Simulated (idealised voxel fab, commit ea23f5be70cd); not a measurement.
process module | voxel plated lines
cross-section cut | 300 nm wide | cells 5 nm
A cross-section is a grid of square cells, given in bands from the top down. A band is one or more rows of cells.
Each band's line starts with the height of the band's top and of its bottom, in nm. Then come its materials from left to right, each with its width in nm. One material with "throughout" fills the band from edge to edge. "air" is empty space.
Height 0 is the level under which the wafer as received is all one material. The lowest band goes on downwards, as in "0 down".
A width such as "30 to 40" changes by the same amount from each row of cells to the next, from the band's top row to its bottom row.
"no change" after a step means that no cell of the cross-section changed.
closed voids: empty space of 8 cells or more with no open way to the top, each as width x height at its distance from the left edge, in nm
after a step's settings: what the simulator itself notes on the step
overlay nm, on a step with a mask: how far to the right of its planned place the mask lay; to the left if negative
plan
1 op RECEIVE | material Si
2 op CONFORMAL_DEP | material Al2O3 | thk nm 15
3 op DIRECTIONAL_DEP | material TiN | thk nm 5
4 op PATTERN | tone open | mask id LINES | material resist | width nm 25 | pitch nm 55 | thk nm 35 | overlay nm 0
5 op EPI | material Ru | thk nm 5
6 op EPI | material Ru | thk nm 5
7 op EPI | material Ru | thk nm 5
8 op STRIP | etch materials resist
9 op DIRECTIONAL_ETCH | etch materials TiN | depth nm 5
10 op CONFORMAL_DEP | material SiN | thk nm 10
first wafer, as planned
as received, after step 1
  0 down: Si throughout
  closed voids: none
after step 2
  15 to 0: Al2O3 throughout
  below 0: unchanged
after step 3
  20 to 15: TiN throughout
  below 15: unchanged
after step 4
  55 to 20: resist 110 | air 25 | resist 30 | air 25 | resist 110
  below 20: unchanged
after step 5
  55 to 25: resist 110 | air 25 | resist 30 | air 25 | resist 110
  25 to 20: resist 110 | Ru 25 | resist 30 | Ru 25 | resist 110
  below 20: unchanged
after step 6
  55 to 30: resist 110 | air 25 | resist 30 | air 25 | resist 110
  30 to 20: resist 110 | Ru 25 | resist 30 | Ru 25 | resist 110
  below 20: unchanged
after step 7
  55 to 35: resist 110 | air 25 | resist 30 | air 25 | resist 110
  35 to 20: resist 110 | Ru 25 | resist 30 | Ru 25 | resist 110
  below 20: unchanged
after step 8
  35 to 20: air 110 | Ru 25 | air 30 | Ru 25 | air 110
  below 20: unchanged
after step 9
  35 to 20: air 110 | Ru 25 | air 30 | Ru 25 | air 110
  20 to 15: air 110 | TiN 25 | air 30 | TiN 25 | air 110
  below 15: unchanged
after step 10
  45 to 35: air 100 | SiN 45 | air 10 | SiN 45 | air 100
  35 to 25: air 100 | SiN 10 | Ru 25 | SiN 10 | air 10 | SiN 10 | Ru 25 | SiN 10 | air 100
  25 to 20: SiN 110 | Ru 25 | SiN 30 | Ru 25 | SiN 110
  20 to 15: SiN 110 | TiN 25 | SiN 30 | TiN 25 | SiN 110
  below 15: unchanged
second wafer: like start, like plan, one mistake. Through step 2 it matches the first wafer
when step 3 should have ended
  20 to 0: Al2O3 throughout
  below 0: unchanged
when step 4 should have ended
  55 to 20: resist 110 | air 25 | resist 30 | air 25 | resist 110
  below 20: unchanged
when step 5 should have ended: no change
when step 6 should have ended: no change
when step 7 should have ended: no change
when step 8 should have ended
  20 to 0: Al2O3 throughout
  below 0: unchanged
when step 9 should have ended: no change
when step 10 should have ended
  30 to 20: SiN throughout
  below 20: unchanged
what went wrong: step 3 ran as: op DIRECTIONAL_DEP | material Al2O3 | thk nm 5
at the end the second wafer has, in cells: 60 more of Al2O3 | 30 fewer of Ru | 32 fewer of SiN | 10 fewer of TiN
